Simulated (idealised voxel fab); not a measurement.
Herein follows the process module entitled voxel transistor to metal.
The width of the displayed cross-section, cut, is 205 nm; its cells are square, with a size of 5 nm.
A cross-section is a grid of square cells, given in bands from the top down. A band is one or more rows of cells.
Read a band's entry like this: the first values are the height of its top and the height of its bottom in nm, and what follows is the sequence of materials from left to right, each with its width in nm. Note that "blank" is empty space, and that a single material marked "all across" reaches across the band from edge to edge.
Height datum 0, below which the as-received substrate wafer is one material. Lowest band open at the bottom, running downward: "0 nm and below".
Think of "30 to 40" as a width that walks from the first number to the second as you go down the band, top row to bottom row, taking equal-sized steps from row to row.
"remains unaltered" after a step means that no cell of the cross-section changed.
The list in "Closed void catalog" covers empty spaces of 8 cells or more that cannot reach the top through any open way, and it gives each as width x height at distance; the distance is from the left edge, and width, height and distance are in nm.
Post-settings text on a step line: simulator's own remark regarding the step.
What "overlay nm" on a step's line means: if the step has a mask, that mask lay this far to the right of its planned place, or, when the value is negative, to the left.

## The steps planned for the process are as follows
1,RECEIVE [material Si]
2,CONFORMAL_DEP [material SiO2] [thk nm 5]
3,CONFORMAL_DEP [material SiN] [thk nm 15]
4,PATTERN [tone cover] [mask id ACTIVE] [material resist] [width nm 115] [thk nm 15] [overlay nm 0]
5,DIRECTIONAL_ETCH [etch materials SiN] [depth nm 15]
6,DIRECTIONAL_ETCH [etch materials SiO2] [depth nm 5]
7,DIRECTIONAL_ETCH [etch materials Si] [depth nm 35]
8,STRIP [etch materials resist]
9,OXIDIZE [depth nm 5]
10,FILL_DEP [material SiO2] [thk nm 5]
11,CMP [height nm 20]
12,SELECTIVE_ETCH [etch materials SiO2] [depth nm 10]
13,STRIP [etch materials SiN]
14,SELECTIVE_ETCH [etch materials SiO2] [depth nm 5]
15,OXIDIZE [depth nm 5]
16,DIRECTIONAL_DEP [material polySi] [thk nm 20]
17,DIRECTIONAL_DEP [material SiCN] [thk nm 15]
18,PATTERN [tone cover] [mask id GATE] [material resist] [width nm 35] [thk nm 15] [overlay nm 0]
19,DIRECTIONAL_ETCH [etch materials SiCN] [depth nm 25]
20,DIRECTIONAL_ETCH [etch materials polySi] [depth nm 30]
21,STRIP [etch materials resist]
22,CONFORMAL_DEP [material SiN] [thk nm 5]
23,DIRECTIONAL_ETCH [etch materials SiN] [depth nm 5]
24,DIRECTIONAL_ETCH [etch materials SiO2] [depth nm 5]
25,DIRECTIONAL_ETCH [etch materials Si] [depth nm 5]
26,EPI [material nSi] [thk nm 10]
27,FILL_DEP [material SiO2] [thk nm 10]
28,CMP [height nm 20]
29,STRIP [etch materials polySi]
30,SELECTIVE_ETCH [etch materials SiO2] [depth nm 5]
31,CONFORMAL_DEP [material HfO2] [thk nm 5]
32,CONFORMAL_DEP [material TiN] [thk nm 5]
33,FILL_DEP [material W] [thk nm 5]
34,CMP [height nm 15]
35,DIRECTIONAL_DEP [material SiO2] [thk nm 10]
36,MASKED_ETCH [tone open] [mask id CONTACT] [width nm 20] [pitch nm 85] [etch materials SiO2] [depth nm 25] [overlay nm 0]
37,CONFORMAL_DEP [material TiN] [thk nm 5]
38,FILL_DEP [material Ru] [thk nm 5]
39,CMP [height nm 25]
40,CONFORMAL_DEP [material SiCN] [thk nm 5]
41,DIRECTIONAL_DEP [material lowk] [thk nm 25]
42,MASKED_ETCH [tone open] [mask id METAL_1] [width nm 15] [pitch nm 85] [etch materials lowk] [depth nm 25] [overlay nm 0]
43,MASKED_ETCH [tone open] [mask id METAL_1] [width nm 20] [pitch nm 85] [etch materials SiCN] [depth nm 5] [overlay nm 0]
44,CONFORMAL_DEP [material TiN] [thk nm 5]
45,FILL_DEP [material Cu] [thk nm 5]
46,CMP [height nm 55]
47,CONFORMAL_DEP [material SiCN] [thk nm 5]
48,DIRECTIONAL_DEP [material lowk] [thk nm 30]
49,DIRECTIONAL_DEP [material aC] [thk nm 10]
50,PATTERN [tone open] [mask id METAL_2_HOLES] [material resist] [width nm 15] [pitch nm 85] [thk nm 25] [overlay nm 0]
51,DIRECTIONAL_ETCH [etch materials aC] [depth nm 10]
52,STRIP [etch materials resist]
53,DIRECTIONAL_ETCH [etch materials lowk] [depth nm 30]
54,STRIP [etch materials aC]
55,DIRECTIONAL_DEP [material aC] [thk nm 10]
56,PATTERN [tone open] [mask id METAL_2] [material resist] [width nm 20] [pitch nm 85] [thk nm 25] [overlay nm 0]
57,DIRECTIONAL_ETCH [etch materials aC] [depth nm 10]
58,STRIP [etch materials resist]
59,DIRECTIONAL_ETCH [etch materials lowk] [depth nm 15]
60,DIRECTIONAL_ETCH [etch materials SiCN] [depth nm 5]
61,STRIP [etch materials aC]
62,CONFORMAL_DEP [material TiN] [thk nm 5]
63,FILL_DEP [material Cu] [thk nm 5]
64,CMP [height nm 90]
65,CONFORMAL_DEP [material SiN] [thk nm 5]
Among the wafers covered here, the point of difference is the width nm at step 42; their starting state is shared, and the plan presents the value of the first wafer.

## So this is the first of several wafers, cross-sectioned as it came to us, meaning it's at the end of step 1
	0 nm and below = Si all across
	Closed void catalog: none

## The first of several wafers, seen in cross-section after the module's last step, step 65
	95 nm to 90 nm = SiN all across
	90 nm to 80 nm = lowk 50 nm | TiN 5 nm | Cu 10 nm | TiN 5 nm | lowk 65 nm | TiN 5 nm | Cu 10 nm | TiN 5 nm | lowk 50 nm
	80 nm to 75 nm = lowk 50 nm | TiN 5 nm | Cu 5 nm | TiN 10 nm | lowk 65 nm | TiN 5 nm | Cu 5 nm | TiN 10 nm | lowk 50 nm
	75 nm to 60 nm = lowk 50 nm | TiN 5 nm | Cu 5 nm | TiN 5 nm | lowk 70 nm | TiN 5 nm | Cu 5 nm | TiN 5 nm | lowk 55 nm
	60 nm to 55 nm = SiCN 50 nm | TiN 15 nm | SiCN 70 nm | TiN 15 nm | SiCN 55 nm
	55 nm to 30 nm = lowk 55 nm | TiN 5 nm | Cu 5 nm | TiN 5 nm | lowk 70 nm | TiN 5 nm | Cu 5 nm | TiN 5 nm | lowk 50 nm
	30 nm to 25 nm = SiCN 55 nm | TiN 15 nm | SiCN 70 nm | TiN 15 nm | SiCN 50 nm
	25 nm to 15 nm = SiO2 50 nm | TiN 5 nm | Ru 10 nm | TiN 5 nm | SiO2 65 nm | TiN 5 nm | Ru 10 nm | TiN 5 nm | SiO2 50 nm
	15 nm to 5 nm = SiO2 50 nm | TiN 5 nm | Ru 10 nm | TiN 5 nm | SiO2 10 nm | SiN 5 nm | HfO2 5 nm | TiN 5 nm | W 15 nm | TiN 5 nm | HfO2 5 nm | SiN 5 nm | SiO2 10 nm | TiN 5 nm | Ru 10 nm | TiN 5 nm | SiO2 50 nm
	5 nm to 0 nm = SiO2 40 nm | SiN 5 nm | SiO2 5 nm | TiN 20 nm | nSi 10 nm | SiN 5 nm | HfO2 5 nm | TiN 25 nm | HfO2 5 nm | SiN 5 nm | nSi 10 nm | TiN 20 nm | SiO2 5 nm | SiN 5 nm | SiO2 40 nm
	0 nm to -5 nm = SiO2 45 nm | nSi 35 nm | HfO2 45 nm | nSi 35 nm | SiO2 45 nm
	-5 nm to -10 nm = SiO2 50 nm | nSi 30 nm | Si 45 nm | nSi 30 nm | SiO2 50 nm
	-10 nm to -40 nm = SiO2 50 nm | Si 105 nm | SiO2 50 nm
	-40 nm and below = Si all across
	Closed void catalog: none

## Last wafer of the set, cross-sectioned at end of module
	95 nm to 90 nm = SiN all across
	90 nm to 80 nm = lowk 50 nm | TiN 5 nm | Cu 10 nm | TiN 5 nm | lowk 65 nm | TiN 5 nm | Cu 10 nm | TiN 5 nm | lowk 50 nm
	80 nm to 75 nm = lowk 50 nm | TiN 5 nm | Cu 5 nm | TiN 10 nm | lowk 65 nm | TiN 5 nm | Cu 5 nm | TiN 10 nm | lowk 50 nm
	75 nm to 60 nm = lowk 50 nm | TiN 5 nm | Cu 5 nm | TiN 5 nm | lowk 70 nm | TiN 5 nm | Cu 5 nm | TiN 5 nm | lowk 55 nm
	60 nm to 55 nm = SiCN 50 nm | TiN 15 nm | SiCN 70 nm | TiN 15 nm | SiCN 55 nm
	55 nm to 35 nm = lowk 45 nm | TiN 5 nm | Cu 25 nm | TiN 5 nm | lowk 50 nm | TiN 5 nm | Cu 25 nm | TiN 5 nm | lowk 40 nm
	35 nm to 30 nm = lowk 45 nm | TiN 10 nm | Cu 10 nm | TiN 15 nm | lowk 50 nm | TiN 10 nm | Cu 10 nm | TiN 15 nm | lowk 40 nm
	30 nm to 25 nm = SiCN 50 nm | TiN 20 nm | SiCN 65 nm | TiN 20 nm | SiCN 50 nm
	25 nm to 15 nm = SiO2 50 nm | TiN 5 nm | Ru 10 nm | TiN 5 nm | SiO2 65 nm | TiN 5 nm | Ru 10 nm | TiN 5 nm | SiO2 50 nm
	15 nm to 5 nm = SiO2 50 nm | TiN 5 nm | Ru 10 nm | TiN 5 nm | SiO2 10 nm | SiN 5 nm | HfO2 5 nm | TiN 5 nm | W 15 nm | TiN 5 nm | HfO2 5 nm | SiN 5 nm | SiO2 10 nm | TiN 5 nm | Ru 10 nm | TiN 5 nm | SiO2 50 nm
	5 nm to 0 nm = SiO2 40 nm | SiN 5 nm | SiO2 5 nm | TiN 20 nm | nSi 10 nm | SiN 5 nm | HfO2 5 nm | TiN 25 nm | HfO2 5 nm | SiN 5 nm | nSi 10 nm | TiN 20 nm | SiO2 5 nm | SiN 5 nm | SiO2 40 nm
	0 nm to -5 nm = SiO2 45 nm | nSi 35 nm | HfO2 45 nm | nSi 35 nm | SiO2 45 nm
	-5 nm to -10 nm = SiO2 50 nm | nSi 30 nm | Si 45 nm | nSi 30 nm | SiO2 50 nm
	-10 nm to -40 nm = SiO2 50 nm | Si 105 nm | SiO2 50 nm
	-40 nm and below = Si all across
	Closed void catalog: none

## Each row below is a wafer at the end of the module, listing for every material the number of cells it has gained (+) or lost (-) since it was received, followed by its closed voids
width nm 15; +26 Cu; +15 HfO2; +16 Ru; -193 Si; +70 SiCN; +49 SiN; +290 SiO2; +91 TiN; +6 W; +379 lowk; +30 nSi; Closed void catalog: none
width nm 20; +36 Cu; +15 HfO2; +16 Ru; -193 Si; +68 SiCN; +49 SiN; +290 SiO2; +93 TiN; +6 W; +369 lowk; +30 nSi; Closed void catalog: none
width nm 25; +44 Cu; +15 HfO2; +16 Ru; -193 Si; +68 SiCN; +49 SiN; +290 SiO2; +95 TiN; +6 W; +359 lowk; +30 nSi; Closed void catalog: none
width nm 30; +52 Cu; +15 HfO2; +16 Ru; -193 Si; +68 SiCN; +49 SiN; +290 SiO2; +97 TiN; +6 W; +349 lowk; +30 nSi; Closed void catalog: none
width nm 35; +60 Cu; +15 HfO2; +16 Ru; -193 Si; +68 SiCN; +49 SiN; +290 SiO2; +99 TiN; +6 W; +339 lowk; +30 nSi; Closed void catalog: none
